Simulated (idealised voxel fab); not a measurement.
Documented hereafter: the process module known as voxel wiring stack.
Section shown: cut. Width: 225 nm. Cell size: 5 nm, square.
This document writes a cross-section as a grid whose cells are square, and gives it as bands, listed from the top down; one or more rows of cells form a band.
Top height, bottom height, nm. Materials left to right, width each, nm. Single material + "everywhere" = fills band edge to edge. "blank" = empty.
Zero point of the height axis is 0; under it, received wafer = one material. Lowest band: continues down indefinitely, "0 and below".
The width entry "30 to 40" should be interpreted row by row: the top row of cells in the band takes the first number, the bottom row takes the second number, and the change between adjacent rows is uniform throughout.
Given "nothing was modified" for a step, no cell of the cross-section differs between before and after that step.
"Enclosed internal cavities": empty spaces of 8 cells or more with no open way to the top, each given as width x height at distance, distance from the left edge, all in nm.
Post-settings text on a step line: simulator's own remark regarding the step.
overlay nm: where the mask lay relative to plan, measured to the right, on steps with a mask; negatives go left.

This section lists the process steps that were planned:
1. RECEIVE: material Si
2. CONFORMAL_DEP: material SiO2, thk nm 10
3. CONFORMAL_DEP: material SiCN, thk nm 5
4. DIRECTIONAL_DEP: material SiO2, thk nm 25
5. MASKED_ETCH: tone open, mask id METAL_1, width nm 25, pitch nm 45, etch materials SiO2, depth nm 25, overlay nm 0
6. MASKED_ETCH: tone open, mask id METAL_1, width nm 25, pitch nm 45, etch materials SiCN, depth nm 5, overlay nm 0
7. CONFORMAL_DEP: material TiN, thk nm 5
8. FILL_DEP: material Ru, thk nm 5
9. CMP: height nm 40
10. CONFORMAL_DEP: material SiCN, thk nm 5
11. DIRECTIONAL_DEP: material lowk, thk nm 30
12. PATTERN: tone open, mask id METAL_2_HOLES, material resist, width nm 15, thk nm 20, overlay nm 0
13. DIRECTIONAL_ETCH: etch materials lowk, depth nm 30
14. STRIP: etch materials resist
15. PATTERN: tone open, mask id METAL_2, material resist, width nm 25, pitch nm 45, thk nm 15, overlay nm 0
16. DIRECTIONAL_ETCH: etch materials lowk, depth nm 15
17. DIRECTIONAL_ETCH: etch materials SiCN, depth nm 5
18. STRIP: etch materials resist
19. CONFORMAL_DEP: material TiN, thk nm 5
20. FILL_DEP: material Cu, thk nm 5
21. CMP: height nm 75
22. CONFORMAL_DEP: material SiCN, thk nm 5
23. DIRECTIONAL_DEP: material SiO2, thk nm 20
24. PATTERN: tone open, mask id PLUG_2, material resist, width nm 15, pitch nm 45, thk nm 20, overlay nm 0
25. DIRECTIONAL_ETCH: etch materials SiO2, depth nm 20
26. DIRECTIONAL_ETCH: etch materials SiCN, depth nm 5
27. STRIP: etch materials resist
28. EPI: material Ru, thk nm 10
29. EPI: material Ru, thk nm 10
30. EPI: material Ru, thk nm 5
31. DIRECTIONAL_DEP: material TiN, thk nm 5
32. DIRECTIONAL_DEP: material Ru, thk nm 20
33. DIRECTIONAL_DEP: material aC, thk nm 15
34. PATTERN: tone cover, mask id METAL_3, material resist, width nm 25, pitch nm 45, thk nm 30, overlay nm 0
35. DIRECTIONAL_ETCH: etch materials aC, depth nm 15
36. STRIP: etch materials resist
37. DIRECTIONAL_ETCH: etch materials Ru, depth nm 20
38. DIRECTIONAL_ETCH: etch materials TiN, depth nm 5
39. STRIP: etch materials aC
40. FILL_DEP: material SiO2, thk nm 10
41. CMP: height nm 125
42. CONFORMAL_DEP: material SiCN, thk nm 5

So this is the incoming wafer in cross-section - it's already been through step 1:
  0 and below = Si everywhere
  Enclosed internal cavities: none

One mistake in running the module, otherwise start and plan as above: cross-section at the end:
  130 down to 125 = SiCN everywhere
  125 down to 105 = SiO2 75 nm, Ru 25 nm, SiO2 20 nm, Ru 25 nm, SiO2 80 nm
  105 down to 100 = SiO2 75 nm, TiN 25 nm, SiO2 20 nm, TiN 25 nm, SiO2 80 nm
  100 down to 80 = SiO2 75 nm, Ru 15 nm, SiO2 30 nm, Ru 15 nm, SiO2 90 nm
  80 down to 75 = SiCN 75 nm, Ru 15 nm, SiCN 30 nm, Ru 15 nm, SiCN 90 nm
  75 down to 65 = lowk 75 nm, TiN 5 nm, Cu 15 nm, TiN 5 nm, lowk 20 nm, TiN 5 nm, Cu 15 nm, TiN 5 nm, lowk 80 nm
  65 down to 60 = lowk 75 nm, TiN 5 nm, Cu 5 nm, TiN 15 nm, lowk 20 nm, TiN 25 nm, lowk 80 nm
  60 down to 45 = lowk 75 nm, TiN 5 nm, Cu 5 nm, TiN 5 nm, lowk 135 nm
  45 down to 40 = SiCN 75 nm, TiN 15 nm, SiCN 135 nm
  40 down to 20 = SiO2 80 nm, TiN 5 nm, Ru 15 nm, TiN 5 nm, SiO2 20 nm, TiN 5 nm, Ru 15 nm, TiN 5 nm, SiO2 75 nm
  20 down to 15 = SiO2 80 nm, TiN 5 nm, Ru 10 nm, TiN 10 nm, SiO2 20 nm, TiN 5 nm, Ru 10 nm, TiN 10 nm, SiO2 75 nm
  15 down to 10 = SiCN 80 nm, TiN 20 nm, SiCN 25 nm, TiN 20 nm, SiCN 80 nm
  10 down to 0 = SiO2 everywhere
  0 and below = Si everywhere
  Enclosed internal cavities: none
The mistake made against the process plan was this: step 5: run off-plan, actual operation and settings MASKED_ETCH: tone open, mask id METAL_1, width nm 25, pitch nm 45, etch materials SiO2, depth nm 25, overlay nm 5
